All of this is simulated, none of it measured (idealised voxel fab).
Documented hereafter: the process module known as voxel transistor to metal.
We display cut, a cross-section 300 nm in width whose square cells are each 5 nm.
In what follows, cross-sections appear as grids of square cells, described through bands that run from the top down, where every band is one or more rows of cells.
Per band: top height and bottom height in nm, followed by the left-to-right materials and their widths in nm; "edge to edge" marks a single material spanning edge to edge, "blank" marks empty space.
Heights from 0 (as-received wafer is one material below). Bottom band endless downward, as "top 0, no bottom".
Per-row width for "30 to 40": begins at first number (top row of band), ends at second number (bottom row), increment between rows held constant.
Basically "all unchanged" means that step didn't change any cell in the cross-section.
Empty spaces counting at least 8 cells and having no open way to the top are listed in "Trapped void list". The notation width x height at distance is used for each, the distance being from the left edge and all three values in nm.
Note: text after step settings on the step line = simulator remark on that step.
overlay nm: where the mask lay relative to plan, measured to the right, on steps with a mask; negatives go left.
Note on reading: below, each pair holds a cross-section from before one process step and one from after it; the one from after shows only down to the lowest band that changed. Beneath the pair, the step in between is stated along with its settings. The pairs can stem from different runs of this module on the same starting wafer. Where a pair's entry headed "State before" says so, and only there, that pair continues from the pair above it.
## State before
> top 25, bottom 15: SiO2 edge to edge
> top 15, bottom 10: 65 nm SiO2  5 nm SiN  5 nm HfO2  5 nm TiN  5 nm W  5 nm TiN  5 nm HfO2  5 nm SiN  100 nm SiO2  5 nm SiN  5 nm HfO2  5 nm TiN  5 nm W  5 nm TiN  5 nm HfO2  5 nm SiN  65 nm SiO2
> top 10, bottom 5: 50 nm SiO2  15 nm SiGe  5 nm SiN  5 nm HfO2  5 nm TiN  5 nm W  5 nm TiN  5 nm HfO2  5 nm SiN  15 nm SiGe  70 nm SiO2  15 nm SiGe  5 nm SiN  5 nm HfO2  5 nm TiN  5 nm W  5 nm TiN  5 nm HfO2  5 nm SiN  15 nm SiGe  50 nm SiO2
> top 5, bottom 0: 30 nm SiO2  35 nm SiGe  5 nm SiN  5 nm HfO2  15 nm TiN  5 nm HfO2  5 nm SiN  35 nm SiGe  30 nm SiO2  35 nm SiGe  5 nm SiN  5 nm HfO2  15 nm TiN  5 nm HfO2  5 nm SiN  35 nm SiGe  30 nm SiO2
> top 0, bottom -5: 30 nm SiO2  5 nm SiN  30 nm SiGe  35 nm HfO2  30 nm SiGe  5 nm SiN  30 nm SiO2  5 nm SiN  30 nm SiGe  35 nm HfO2  30 nm SiGe  5 nm SiN  30 nm SiO2
> top -5, bottom -10: 40 nm SiO2  25 nm SiGe  35 nm Si  25 nm SiGe  50 nm SiO2  25 nm SiGe  35 nm Si  25 nm SiGe  40 nm SiO2
> top -10, bottom -20: 30 nm SiO2  10 nm Si  25 nm SiGe  35 nm Si  25 nm SiGe  10 nm Si  30 nm SiO2  10 nm Si  25 nm SiGe  35 nm Si  25 nm SiGe  10 nm Si  30 nm SiO2
> top -20, bottom -35: 30 nm SiO2  105 nm Si  30 nm SiO2  105 nm Si  30 nm SiO2
> top -35, no bottom: Si edge to edge
> Trapped void list: none
## Cut View, Post-Step
> top 35, bottom 25: aC edge to edge
> Beneath the level 25, the cross-section is identical to its previous state.
> Trapped void list: none
It is this step that lies between the two cross-sections above: DIRECTIONAL_DEP,material aC,thk nm 10
State before: identical to the post-step cross-section of the immediately preceding pair.
## Cut View, Post-Step
> top 60, bottom 35: 35 nm resist  15 nm blank  65 nm resist  15 nm blank  40 nm resist  15 nm blank  65 nm resist  15 nm blank  35 nm resist
> Beneath the level 35, the cross-section is identical to its previous state.
> Trapped void list: none
It is this step that lies between the two cross-sections above: PATTERN,tone open,mask id CONTACT,material resist,width nm 15,thk nm 25,overlay nm 0
State before: identical to the post-step cross-section of the immediately preceding pair.
## Cut View, Post-Step
> top 50, bottom 35: 35 nm resist  15 nm blank  65 nm resist  15 nm blank  40 nm resist  15 nm blank  65 nm resist  15 nm blank  35 nm resist
> top 35, bottom 25: 35 nm aC  15 nm blank  65 nm aC  15 nm blank  40 nm aC  15 nm blank  65 nm aC  15 nm blank  35 nm aC
> Beneath the level 25, the cross-section is identical to its previous state.
> Trapped void list: none
It is this step that lies between the two cross-sections above: DIRECTIONAL_ETCH,etch materials aC,depth nm 10
State before: identical to the post-step cross-section of the immediately preceding pair.
## Cut View, Post-Step
> top 35, bottom 25: 35 nm aC  15 nm blank  65 nm aC  15 nm blank  40 nm aC  15 nm blank  65 nm aC  15 nm blank  35 nm aC
> Beneath the level 25, the cross-section is identical to its previous state.
> Trapped void list: none
It is this step that lies between the two cross-sections above: STRIP,etch materials resist
State before: identical to the post-step cross-section of the immediately preceding pair.
## Cut View, Post-Step
> top 35, bottom 25: 35 nm aC  15 nm blank  65 nm aC  15 nm blank  40 nm aC  15 nm blank  65 nm aC  15 nm blank  35 nm aC
> top 25, bottom 15: 35 nm SiO2  15 nm blank  65 nm SiO2  15 nm blank  40 nm SiO2  15 nm blank  65 nm SiO2  15 nm blank  35 nm SiO2
> top 15, bottom 10: 35 nm SiO2  15 nm blank  15 nm SiO2  5 nm SiN  5 nm HfO2  5 nm TiN  5 nm W  5 nm TiN  5 nm HfO2  5 nm SiN  15 nm SiO2  15 nm blank  40 nm SiO2  15 nm blank  15 nm SiO2  5 nm SiN  5 nm HfO2  5 nm TiN  5 nm W  5 nm TiN  5 nm HfO2  5 nm SiN  15 nm SiO2  15 nm blank  35 nm SiO2
> top 10, bottom 5: 35 nm SiO2  15 nm blank  15 nm SiGe  5 nm SiN  5 nm HfO2  5 nm TiN  5 nm W  5 nm TiN  5 nm HfO2  5 nm SiN  15 nm SiGe  15 nm blank  40 nm SiO2  15 nm blank  15 nm SiGe  5 nm SiN  5 nm HfO2  5 nm TiN  5 nm W  5 nm TiN  5 nm HfO2  5 nm SiN  15 nm SiGe  15 nm blank  35 nm SiO2
> Beneath the level 5, the cross-section is identical to its previous state.
> Trapped void list: none
It is this step that lies between the two cross-sections above: DIRECTIONAL_ETCH,etch materials SiO2,depth nm 35
State before: identical to the post-step cross-section of the immediately preceding pair.
## Cut View, Post-Step
> top 25, bottom 15: 35 nm SiO2  15 nm blank  65 nm SiO2  15 nm blank  40 nm SiO2  15 nm blank  65 nm SiO2  15 nm blank  35 nm SiO2
> Beneath the level 15, the cross-section is identical to its previous state.
> Trapped void list: none
It is this step that lies between the two cross-sections above: STRIP,etch materials aC
State before: identical to the post-step cross-section of the immediately preceding pair.
## Cut View, Post-Step
> top 30, bottom 25: 40 nm TiN  5 nm blank  75 nm TiN  5 nm blank  50 nm TiN  5 nm blank  75 nm TiN  5 nm blank  40 nm TiN
> top 25, bottom 15: 35 nm SiO2  5 nm TiN  5 nm blank  5 nm TiN  65 nm SiO2  5 nm TiN  5 nm blank  5 nm TiN  40 nm SiO2  5 nm TiN  5 nm blank  5 nm TiN  65 nm SiO2  5 nm TiN  5 nm blank  5 nm TiN  35 nm SiO2
> top 15, bottom 10: 35 nm SiO2  5 nm TiN  5 nm blank  5 nm TiN  15 nm SiO2  5 nm SiN  5 nm HfO2  5 nm TiN  5 nm W  5 nm TiN  5 nm HfO2  5 nm SiN  15 nm SiO2  5 nm TiN  5 nm blank  5 nm TiN  40 nm SiO2  5 nm TiN  5 nm blank  5 nm TiN  15 nm SiO2  5 nm SiN  5 nm HfO2  5 nm TiN  5 nm W  5 nm TiN  5 nm HfO2  5 nm SiN  15 nm SiO2  5 nm TiN  5 nm blank  5 nm TiN  35 nm SiO2
> top 10, bottom 5: 35 nm SiO2  15 nm TiN  15 nm SiGe  5 nm SiN  5 nm HfO2  5 nm TiN  5 nm W  5 nm TiN  5 nm HfO2  5 nm SiN  15 nm SiGe  15 nm TiN  40 nm SiO2  15 nm TiN  15 nm SiGe  5 nm SiN  5 nm HfO2  5 nm TiN  5 nm W  5 nm TiN  5 nm HfO2  5 nm SiN  15 nm SiGe  15 nm TiN  35 nm SiO2
> Beneath the level 5, the cross-section is identical to its previous state.
> Trapped void list: none
It is this step that lies between the two cross-sections above: CONFORMAL_DEP,material TiN,thk nm 5
State before: identical to the post-step cross-section of the immediately preceding pair.
## Cut View, Post-Step
> top 40, bottom 30: W edge to edge
> top 30, bottom 25: 40 nm TiN  5 nm W  75 nm TiN  5 nm W  50 nm TiN  5 nm W  75 nm TiN  5 nm W  40 nm TiN
> top 25, bottom 15: 35 nm SiO2  5 nm TiN  5 nm W  5 nm TiN  65 nm SiO2  5 nm TiN  5 nm W  5 nm TiN  40 nm SiO2  5 nm TiN  5 nm W  5 nm TiN  65 nm SiO2  5 nm TiN  5 nm W  5 nm TiN  35 nm SiO2
> top 15, bottom 10: 35 nm SiO2  5 nm TiN  5 nm W  5 nm TiN  15 nm SiO2  5 nm SiN  5 nm HfO2  5 nm TiN  5 nm W  5 nm TiN  5 nm HfO2  5 nm SiN  15 nm SiO2  5 nm TiN  5 nm W  5 nm TiN  40 nm SiO2  5 nm TiN  5 nm W  5 nm TiN  15 nm SiO2  5 nm SiN  5 nm HfO2  5 nm TiN  5 nm W  5 nm TiN  5 nm HfO2  5 nm SiN  15 nm SiO2  5 nm TiN  5 nm W  5 nm TiN  35 nm SiO2
> Beneath the level 10, the cross-section is identical to its previous state.
> Trapped void list: none
It is this step that lies between the two cross-sections above: FILL_DEP,material W,thk nm 10
State before: identical to the post-step cross-section of the immediately preceding pair.
## Cut View, Post-Step
> top 25, bottom 15: 35 nm SiO2  5 nm TiN  5 nm W  5 nm TiN  65 nm SiO2  5 nm TiN  5 nm W  5 nm TiN  40 nm SiO2  5 nm TiN  5 nm W  5 nm TiN  65 nm SiO2  5 nm TiN  5 nm W  5 nm TiN  35 nm SiO2
> Beneath the level 15, the cross-section is identical to its previous state.
> Trapped void list: none
It is this step that lies between the two cross-sections above: CMP,height nm 25
State before: identical to the post-step cross-section of the immediately preceding pair.
## Cut View, Post-Step
> top 30, bottom 25: SiN edge to edge
> Beneath the level 25, the cross-section is identical to its previous state.
> Trapped void list: none
It is this step that lies between the two cross-sections above: CONFORMAL_DEP,material SiN,thk nm 5
State before: identical to the post-step cross-section of the immediately preceding pair.
## Cut View, Post-Step
> top 50, bottom 30: lowk edge to edge
> Beneath the level 30, the cross-section is identical to its previous state.
> Trapped void list: none
It is this step that lies between the two cross-sections above: DIRECTIONAL_DEP,material lowk,thk nm 20
State before: identical to the post-step cross-section of the immediately preceding pair.
## Cut View, Post-Step
> top 50, bottom 30: 35 nm lowk  15 nm blank  65 nm lowk  15 nm blank  40 nm lowk  15 nm blank  65 nm lowk  15 nm blank  35 nm lowk
> Beneath the level 30, the cross-section is identical to its previous state.
> Trapped void list: none
It is this step that lies between the two cross-sections above: MASKED_ETCH,tone open,mask id METAL_1,width nm 15,etch materials lowk,depth nm 20,overlay nm 0
State before: identical to the post-step cross-section of the immediately preceding pair.
## Cut View, Post-Step
> top 50, bottom 30: 35 nm lowk  15 nm blank  65 nm lowk  15 nm blank  40 nm lowk  15 nm blank  65 nm lowk  15 nm blank  35 nm lowk
> top 30, bottom 25: 35 nm SiN  15 nm blank  65 nm SiN  15 nm blank  40 nm SiN  15 nm blank  65 nm SiN  15 nm blank  35 nm SiN
> Beneath the level 25, the cross-section is identical to its previous state.
> Trapped void list: none
It is this step that lies between the two cross-sections above: MASKED_ETCH,tone open,mask id METAL_1,width nm 15,etch materials SiN,depth nm 5,overlay nm 0
State before: identical to the post-step cross-section of the immediately preceding pair.
## Cut View, Post-Step
> top 55, bottom 50: 40 nm TiN  5 nm blank  75 nm TiN  5 nm blank  50 nm TiN  5 nm blank  75 nm TiN  5 nm blank  40 nm TiN
> top 50, bottom 30: 35 nm lowk  5 nm TiN  5 nm blank  5 nm TiN  65 nm lowk  5 nm TiN  5 nm blank  5 nm TiN  40 nm lowk  5 nm TiN  5 nm blank  5 nm TiN  65 nm lowk  5 nm TiN  5 nm blank  5 nm TiN  35 nm lowk
> top 30, bottom 25: 35 nm SiN  15 nm TiN  65 nm SiN  15 nm TiN  40 nm SiN  15 nm TiN  65 nm SiN  15 nm TiN  35 nm SiN
> Beneath the level 25, the cross-section is identical to its previous state.
> Trapped void list: none
It is this step that lies between the two cross-sections above: CONFORMAL_DEP,material TiN,thk nm 5
State before: identical to the post-step cross-section of the immediately preceding pair.
## Cut View, Post-Step
> top 60, bottom 55: W edge to edge
> top 55, bottom 50: 40 nm TiN  5 nm W  75 nm TiN  5 nm W  50 nm TiN  5 nm W  75 nm TiN  5 nm W  40 nm TiN
> top 50, bottom 30: 35 nm lowk  5 nm TiN  5 nm W  5 nm TiN  65 nm lowk  5 nm TiN  5 nm W  5 nm TiN  40 nm lowk  5 nm TiN  5 nm W  5 nm TiN  65 nm lowk  5 nm TiN  5 nm W  5 nm TiN  35 nm lowk
> Beneath the level 30, the cross-section is identical to its previous state.
> Trapped void list: none
It is this step that lies between the two cross-sections above: FILL_DEP,material W,thk nm 5
State before: identical to the post-step cross-section of the immediately preceding pair.
## Cut View, Post-Step
> top 50, bottom 30: 35 nm lowk  5 nm TiN  5 nm W  5 nm TiN  65 nm lowk  5 nm TiN  5 nm W  5 nm TiN  40 nm lowk  5 nm TiN  5 nm W  5 nm TiN  65 nm lowk  5 nm TiN  5 nm W  5 nm TiN  35 nm lowk
> Beneath the level 30, the cross-section is identical to its previous state.
> Trapped void list: none
It is this step that lies between the two cross-sections above: CMP,height nm 50
State before: identical to the post-step cross-section of the immediately preceding pair.
## Cut View, Post-Step
> top 55, bottom 50: SiCN edge to edge
> Beneath the level 50, the cross-section is identical to its previous state.
> Trapped void list: none
It is this step that lies between the two cross-sections above: CONFORMAL_DEP,material SiCN,thk nm 5
State before: identical to the post-step cross-section of the immediately preceding pair.
## Cut View, Post-Step
> top 85, bottom 55: lowk edge to edge
> Beneath the level 55, the cross-section is identical to its previous state.
> Trapped void list: none
It is this step that lies between the two cross-sections above: DIRECTIONAL_DEP,material lowk,thk nm 30
State before: identical to the post-step cross-section of the immediately preceding pair.
## Cut View, Post-Step
> top 105, bottom 85: 35 nm resist  15 nm blank  120 nm resist  15 nm blank  115 nm resist
> Beneath the level 85, the cross-section is identical to its previous state.
> Trapped void list: none
It is this step that lies between the two cross-sections above: PATTERN,tone open,mask id METAL_2,material resist,width nm 15,pitch nm 135,thk nm 20,overlay nm 0
State before: identical to the post-step cross-section of the immediately preceding pair.
## Cut View, Post-Step
> top 105, bottom 85: 35 nm resist  15 nm blank  120 nm resist  15 nm blank  115 nm resist
> top 85, bottom 65: 35 nm lowk  15 nm blank  120 nm lowk  15 nm blank  115 nm lowk
> Beneath the level 65, the cross-section is identical to its previous state.
> Trapped void list: none
It is this step that lies between the two cross-sections above: DIRECTIONAL_ETCH,etch materials lowk,depth nm 20
State before: identical to the post-step cross-section of the immediately preceding pair.
## Cut View, Post-Step
> top 85, bottom 65: 35 nm lowk  15 nm blank  120 nm lowk  15 nm blank  115 nm lowk
> Beneath the level 65, the cross-section is identical to its previous state.
> Trapped void list: none
It is this step that lies between the two cross-sections above: STRIP,etch materials resist
State before: identical to the post-step cross-section of the immediately preceding pair.
## Cut View, Post-Step
> top 105, bottom 85: 35 nm resist  15 nm blank  120 nm resist  15 nm blank  115 nm resist
> Beneath the level 85, the cross-section is identical to its previous state.
> Trapped void list: none
It is this step that lies between the two cross-sections above: PATTERN,tone open,mask id METAL_2_HOLES,material resist,width nm 15,pitch nm 135,thk nm 20,overlay nm 0
State before: identical to the post-step cross-section of the immediately preceding pair.
## Cut View, Post-Step
> top 105, bottom 85: 35 nm resist  15 nm blank  120 nm resist  15 nm blank  115 nm resist
> top 85, bottom 55: 35 nm lowk  15 nm blank  120 nm lowk  15 nm blank  115 nm lowk
> Beneath the level 55, the cross-section is identical to its previous state.
> Trapped void list: none
It is this step that lies between the two cross-sections above: DIRECTIONAL_ETCH,etch materials lowk,depth nm 10
State before: identical to the post-step cross-section of the immediately preceding pair.
## Cut View, Post-Step
> top 105, bottom 85: 35 nm resist  15 nm blank  120 nm resist  15 nm blank  115 nm resist
> top 85, bottom 55: 35 nm lowk  15 nm blank  120 nm lowk  15 nm blank  115 nm lowk
> top 55, bottom 50: 35 nm SiCN  15 nm blank  120 nm SiCN  15 nm blank  115 nm SiCN
> Beneath the level 50, the cross-section is identical to its previous state.
> Trapped void list: none
It is this step that lies between the two cross-sections above: DIRECTIONAL_ETCH,etch materials SiCN,depth nm 5
State before: identical to the post-step cross-section of the immediately preceding pair.
## Cut View, Post-Step
> top 85, bottom 55: 35 nm lowk  15 nm blank  120 nm lowk  15 nm blank  115 nm lowk
> Beneath the level 55, the cross-section is identical to its previous state.
> Trapped void list: none
It is this step that lies between the two cross-sections above: STRIP,etch materials resist
State before: identical to the post-step cross-section of the immediately preceding pair.
## Cut View, Post-Step
> top 90, bottom 85: 40 nm TiN  5 nm blank  130 nm TiN  5 nm blank  120 nm TiN
> top 85, bottom 55: 35 nm lowk  5 nm TiN  5 nm blank  5 nm TiN  120 nm lowk  5 nm TiN  5 nm blank  5 nm TiN  115 nm lowk
> top 55, bottom 50: 35 nm SiCN  15 nm TiN  120 nm SiCN  15 nm TiN  115 nm SiCN
> Beneath the level 50, the cross-section is identical to its previous state.
> Trapped void list: none
It is this step that lies between the two cross-sections above: CONFORMAL_DEP,material TiN,thk nm 5
State before: identical to the post-step cross-section of the immediately preceding pair.
## Cut View, Post-Step
> top 95, bottom 90: Ru edge to edge
> top 90, bottom 85: 40 nm TiN  5 nm Ru  130 nm TiN  5 nm Ru  120 nm TiN
> top 85, bottom 55: 35 nm lowk  5 nm TiN  5 nm Ru  5 nm TiN  120 nm lowk  5 nm TiN  5 nm Ru  5 nm TiN  115 nm lowk
> Beneath the level 55, the cross-section is identical to its previous state.
> Trapped void list: none
It is this step that lies between the two cross-sections above: FILL_DEP,material Ru,thk nm 5
State before: identical to the post-step cross-section of the immediately preceding pair.
## Cut View, Post-Step
> top 85, bottom 55: 35 nm lowk  5 nm TiN  5 nm Ru  5 nm TiN  120 nm lowk  5 nm TiN  5 nm Ru  5 nm TiN  115 nm lowk
> Beneath the level 55, the cross-section is identical to its previous state.
> Trapped void list: none
It is this step that lies between the two cross-sections above: CMP,height nm 85
State before: identical to the post-step cross-section of the immediately preceding pair.
## Cut View, Post-Step
> top 90, bottom 85: SiCN edge to edge
> Beneath the level 85, the cross-section is identical to its previous state.
> Trapped void list: none
It is this step that lies between the two cross-sections above: CONFORMAL_DEP,material SiCN,thk nm 5
## State before
> top -5, bottom -35: 30 nm SiO2  105 nm Si  30 nm SiO2  105 nm Si  30 nm SiO2
> top -35, no bottom: Si edge to edge
> Trapped void list: none
## Cut View, Post-Step
> top -5, bottom -20: SiO2 edge to edge
> Beneath the level -20, the cross-section is identical to its previous state.
> Trapped void list: none
It is this step that lies between the two cross-sections above: OXIDIZE,depth nm 15
State before: identical to the post-step cross-section of the immediately preceding pair.
## Cut View, Post-Step
> top 20, bottom -5: polySi edge to edge
> Beneath the level -5, the cross-section is identical to its previous state.
> Trapped void list: none
It is this step that lies between the two cross-sections above: DIRECTIONAL_DEP,material polySi,thk nm 25
State before: identical to the post-step cross-section of the immediately preceding pair.
## Cut View, Post-Step
> top 35, bottom 20: SiCN edge to edge
> Beneath the level 20, the cross-section is identical to its previous state.
> Trapped void list: none
It is this step that lies between the two cross-sections above: DIRECTIONAL_DEP,material SiCN,thk nm 15
State before: identical to the post-step cross-section of the immediately preceding pair.
## Cut View, Post-Step
> top 35, bottom 20: 70 nm blank  25 nm SiCN  110 nm blank  25 nm SiCN  70 nm blank
> Beneath the level 20, the cross-section is identical to its previous state.
> Trapped void list: none
It is this step that lies between the two cross-sections above: MASKED_ETCH,tone cover,mask id GATE,width nm 25,pitch nm 135,etch materials SiCN,depth nm 25,overlay nm 0
State before: identical to the post-step cross-section of the immediately preceding pair.
## Cut View, Post-Step
> top 35, bottom 20: 70 nm blank  25 nm SiCN  110 nm blank  25 nm SiCN  70 nm blank
> top 20, bottom -5: 70 nm blank  25 nm polySi  110 nm blank  25 nm polySi  70 nm blank
> Beneath the level -5, the cross-section is identical to its previous state.
> Trapped void list: none
It is this step that lies between the two cross-sections above: MASKED_ETCH,tone cover,mask id GATE,width nm 25,pitch nm 135,etch materials polySi,depth nm 35,overlay nm 0
State before: identical to the post-step cross-section of the immediately preceding pair.
## Cut View, Post-Step
> top 40, bottom 35: 65 nm blank  35 nm SiN  100 nm blank  35 nm SiN  65 nm blank
> top 35, bottom 20: 65 nm blank  5 nm SiN  25 nm SiCN  5 nm SiN  100 nm blank  5 nm SiN  25 nm SiCN  5 nm SiN  65 nm blank
> top 20, bottom 0: 65 nm blank  5 nm SiN  25 nm polySi  5 nm SiN  100 nm blank  5 nm SiN  25 nm polySi  5 nm SiN  65 nm blank
> top 0, bottom -5: 70 nm SiN  25 nm polySi  110 nm SiN  25 nm polySi  70 nm SiN
> Beneath the level -5, the cross-section is identical to its previous state.
> Trapped void list: none
It is this step that lies between the two cross-sections above: CONFORMAL_DEP,material SiN,thk nm 5
State before: identical to the post-step cross-section of the immediately preceding pair.
## Cut View, Post-Step
> top 35, bottom 20: 65 nm blank  5 nm SiN  25 nm SiCN  5 nm SiN  100 nm blank  5 nm SiN  25 nm SiCN  5 nm SiN  65 nm blank
> top 20, bottom -5: 65 nm blank  5 nm SiN  25 nm polySi  5 nm SiN  100 nm blank  5 nm SiN  25 nm polySi  5 nm SiN  65 nm blank
> Beneath the level -5, the cross-section is identical to its previous state.
> Trapped void list: none
It is this step that lies between the two cross-sections above: DIRECTIONAL_ETCH,etch materials SiN,depth nm 5
State before: identical to the post-step cross-section of the immediately preceding pair.
## Cut View, Post-Step
> top 35, bottom 20: 65 nm blank  5 nm SiN  25 nm SiCN  5 nm SiN  100 nm blank  5 nm SiN  25 nm SiCN  5 nm SiN  65 nm blank
> top 20, bottom -5: 65 nm blank  5 nm SiN  25 nm polySi  5 nm SiN  100 nm blank  5 nm SiN  25 nm polySi  5 nm SiN  65 nm blank
> top -5, bottom -10: 65 nm blank  35 nm SiO2  100 nm blank  35 nm SiO2  65 nm blank
> Beneath the level -10, the cross-section is identical to its previous state.
> Trapped void list: none
It is this step that lies between the two cross-sections above: DIRECTIONAL_ETCH,etch materials SiO2,depth nm 5
State before: identical to the post-step cross-section of the immediately preceding pair.
## Cut View, Post-Step
> top 45, bottom 35: SiO2 edge to edge
> top 35, bottom 20: 65 nm SiO2  5 nm SiN  25 nm SiCN  5 nm SiN  100 nm SiO2  5 nm SiN  25 nm SiCN  5 nm SiN  65 nm SiO2
> top 20, bottom -5: 65 nm SiO2  5 nm SiN  25 nm polySi  5 nm SiN  100 nm SiO2  5 nm SiN  25 nm polySi  5 nm SiN  65 nm SiO2
> top -5, bottom -20: SiO2 edge to edge
> Beneath the level -20, the cross-section is identical to its previous state.
> Trapped void list: none
It is this step that lies between the two cross-sections above: FILL_DEP,material SiO2,thk nm 10
State before: identical to the post-step cross-section of the immediately preceding pair.
## Cut View, Post-Step
> top 20, bottom -5: 65 nm SiO2  5 nm SiN  25 nm polySi  5 nm SiN  100 nm SiO2  5 nm SiN  25 nm polySi  5 nm SiN  65 nm SiO2
> Beneath the level -5, the cross-section is identical to its previous state.
> Trapped void list: none
It is this step that lies between the two cross-sections above: CMP,height nm 20
State before: identical to the post-step cross-section of the immediately preceding pair.
## Cut View, Post-Step
> top 20, bottom -5: 65 nm SiO2  5 nm SiN  25 nm blank  5 nm SiN  100 nm SiO2  5 nm SiN  25 nm blank  5 nm SiN  65 nm SiO2
> Beneath the level -5, the cross-section is identical to its previous state.
> Trapped void list: none
It is this step that lies between the two cross-sections above: STRIP,etch materials polySi
State before: identical to the post-step cross-section of the immediately preceding pair.
## Cut View, Post-Step
> top 20, bottom 15: 65 nm blank  5 nm SiN  25 nm blank  5 nm SiN  100 nm blank  5 nm SiN  25 nm blank  5 nm SiN  65 nm blank
> top 15, bottom -5: 65 nm SiO2  5 nm SiN  25 nm blank  5 nm SiN  100 nm SiO2  5 nm SiN  25 nm blank  5 nm SiN  65 nm SiO2
> top -5, bottom -10: 65 nm SiO2  35 nm blank  100 nm SiO2  35 nm blank  65 nm SiO2
> Beneath the level -10, the cross-section is identical to its previous state.
> Trapped void list: none
It is this step that lies between the two cross-sections above: SELECTIVE_ETCH,etch materials SiO2,depth nm 5
State before: identical to the post-step cross-section of the immediately preceding pair.
## Cut View, Post-Step
> top 25, bottom 20: 60 nm blank  15 nm HfO2  15 nm blank  15 nm HfO2  90 nm blank  15 nm HfO2  15 nm blank  15 nm HfO2  60 nm blank
> top 20, bottom 15: 65 nm HfO2  5 nm SiN  5 nm HfO2  15 nm blank  5 nm HfO2  5 nm SiN  100 nm HfO2  5 nm SiN  5 nm HfO2  15 nm blank  5 nm HfO2  5 nm SiN  65 nm HfO2
> top 15, bottom -5: 65 nm SiO2  5 nm SiN  5 nm HfO2  15 nm blank  5 nm HfO2  5 nm SiN  100 nm SiO2  5 nm SiN  5 nm HfO2  15 nm blank  5 nm HfO2  5 nm SiN  65 nm SiO2
> top -5, bottom -10: 65 nm SiO2  35 nm HfO2  100 nm SiO2  35 nm HfO2  65 nm SiO2
> Beneath the level -10, the cross-section is identical to its previous state.
> Trapped void list: none
It is this step that lies between the two cross-sections above: CONFORMAL_DEP,material HfO2,thk nm 5
State before: identical to the post-step cross-section of the immediately preceding pair.
## Cut View, Post-Step
> top 30, bottom 25: 55 nm blank  25 nm TiN  5 nm blank  25 nm TiN  80 nm blank  25 nm TiN  5 nm blank  25 nm TiN  55 nm blank
> top 25, bottom 20: 60 nm TiN  15 nm HfO2  5 nm TiN  5 nm blank  5 nm TiN  15 nm HfO2  90 nm TiN  15 nm HfO2  5 nm TiN  5 nm blank  5 nm TiN  15 nm HfO2  60 nm TiN
> top 20, bottom 15: 65 nm HfO2  5 nm SiN  5 nm HfO2  5 nm TiN  5 nm blank  5 nm TiN  5 nm HfO2  5 nm SiN  100 nm HfO2  5 nm SiN  5 nm HfO2  5 nm TiN  5 nm blank  5 nm TiN  5 nm HfO2  5 nm SiN  65 nm HfO2
> top 15, bottom 0: 65 nm SiO2  5 nm SiN  5 nm HfO2  5 nm TiN  5 nm blank  5 nm TiN  5 nm HfO2  5 nm SiN  100 nm SiO2  5 nm SiN  5 nm HfO2  5 nm TiN  5 nm blank  5 nm TiN  5 nm HfO2  5 nm SiN  65 nm SiO2
> top 0, bottom -5: 65 nm SiO2  5 nm SiN  5 nm HfO2  15 nm TiN  5 nm HfO2  5 nm SiN  100 nm SiO2  5 nm SiN  5 nm HfO2  15 nm TiN  5 nm HfO2  5 nm SiN  65 nm SiO2
> Beneath the level -5, the cross-section is identical to its previous state.
> Trapped void list: none
It is this step that lies between the two cross-sections above: CONFORMAL_DEP,material TiN,thk nm 5
State before: identical to the post-step cross-section of the immediately preceding pair.
## Cut View, Post-Step
> top 35, bottom 30: W edge to edge
> top 30, bottom 25: 55 nm W  25 nm TiN  5 nm W  25 nm TiN  80 nm W  25 nm TiN  5 nm W  25 nm TiN  55 nm W
> top 25, bottom 20: 60 nm TiN  15 nm HfO2  5 nm TiN  5 nm W  5 nm TiN  15 nm HfO2  90 nm TiN  15 nm HfO2  5 nm TiN  5 nm W  5 nm TiN  15 nm HfO2  60 nm TiN
> top 20, bottom 15: 65 nm HfO2  5 nm SiN  5 nm HfO2  5 nm TiN  5 nm W  5 nm TiN  5 nm HfO2  5 nm SiN  100 nm HfO2  5 nm SiN  5 nm HfO2  5 nm TiN  5 nm W  5 nm TiN  5 nm HfO2  5 nm SiN  65 nm HfO2
> top 15, bottom 0: 65 nm SiO2  5 nm SiN  5 nm HfO2  5 nm TiN  5 nm W  5 nm TiN  5 nm HfO2  5 nm SiN  100 nm SiO2  5 nm SiN  5 nm HfO2  5 nm TiN  5 nm W  5 nm TiN  5 nm HfO2  5 nm SiN  65 nm SiO2
> Beneath the level 0, the cross-section is identical to its previous state.
> Trapped void list: none
It is this step that lies between the two cross-sections above: FILL_DEP,material W,thk nm 5
State before: identical to the post-step cross-section of the immediately preceding pair.
## Cut View, Post-Step
> top 15, bottom 0: 65 nm SiO2  5 nm SiN  5 nm HfO2  5 nm TiN  5 nm W  5 nm TiN  5 nm HfO2  5 nm SiN  100 nm SiO2  5 nm SiN  5 nm HfO2  5 nm TiN  5 nm W  5 nm TiN  5 nm HfO2  5 nm SiN  65 nm SiO2
> Beneath the level 0, the cross-section is identical to its previous state.
> Trapped void list: none
It is this step that lies between the two cross-sections above: CMP,height nm 15
State before: identical to the post-step cross-section of the immediately preceding pair.
## Cut View, Post-Step
> top 25, bottom 15: SiO2 edge to edge
> Beneath the level 15, the cross-section is identical to its previous state.
> Trapped void list: none
It is this step that lies between the two cross-sections above: DIRECTIONAL_DEP,material SiO2,thk nm 10
State before: identical to the post-step cross-section of the immediately preceding pair.
## Cut View, Post-Step
> top 35, bottom 25: aC edge to edge
> Beneath the level 25, the cross-section is identical to its previous state.
> Trapped void list: none
It is this step that lies between the two cross-sections above: DIRECTIONAL_DEP,material aC,thk nm 10
State before: identical to the post-step cross-section of the immediately preceding pair.
## Cut View, Post-Step
> top 60, bottom 35: 35 nm resist  15 nm blank  65 nm resist  15 nm blank  40 nm resist  15 nm blank  65 nm resist  15 nm blank  35 nm resist
> Beneath the level 35, the cross-section is identical to its previous state.
> Trapped void list: none
It is this step that lies between the two cross-sections above: PATTERN,tone open,mask id CONTACT,material resist,width nm 15,thk nm 25,overlay nm 0
State before: identical to the post-step cross-section of the immediately preceding pair.
## Cut View, Post-Step
> top 50, bottom 35: 35 nm resist  15 nm blank  65 nm resist  15 nm blank  40 nm resist  15 nm blank  65 nm resist  15 nm blank  35 nm resist
> top 35, bottom 25: 35 nm aC  15 nm blank  65 nm aC  15 nm blank  40 nm aC  15 nm blank  65 nm aC  15 nm blank  35 nm aC
> Beneath the level 25, the cross-section is identical to its previous state.
> Trapped void list: none
It is this step that lies between the two cross-sections above: DIRECTIONAL_ETCH,etch materials aC,depth nm 10
State before: identical to the post-step cross-section of the immediately preceding pair.
## Cut View, Post-Step
> top 35, bottom 25: 35 nm aC  15 nm blank  65 nm aC  15 nm blank  40 nm aC  15 nm blank  65 nm aC  15 nm blank  35 nm aC
> Beneath the level 25, the cross-section is identical to its previous state.
> Trapped void list: none
It is this step that lies between the two cross-sections above: STRIP,etch materials resist
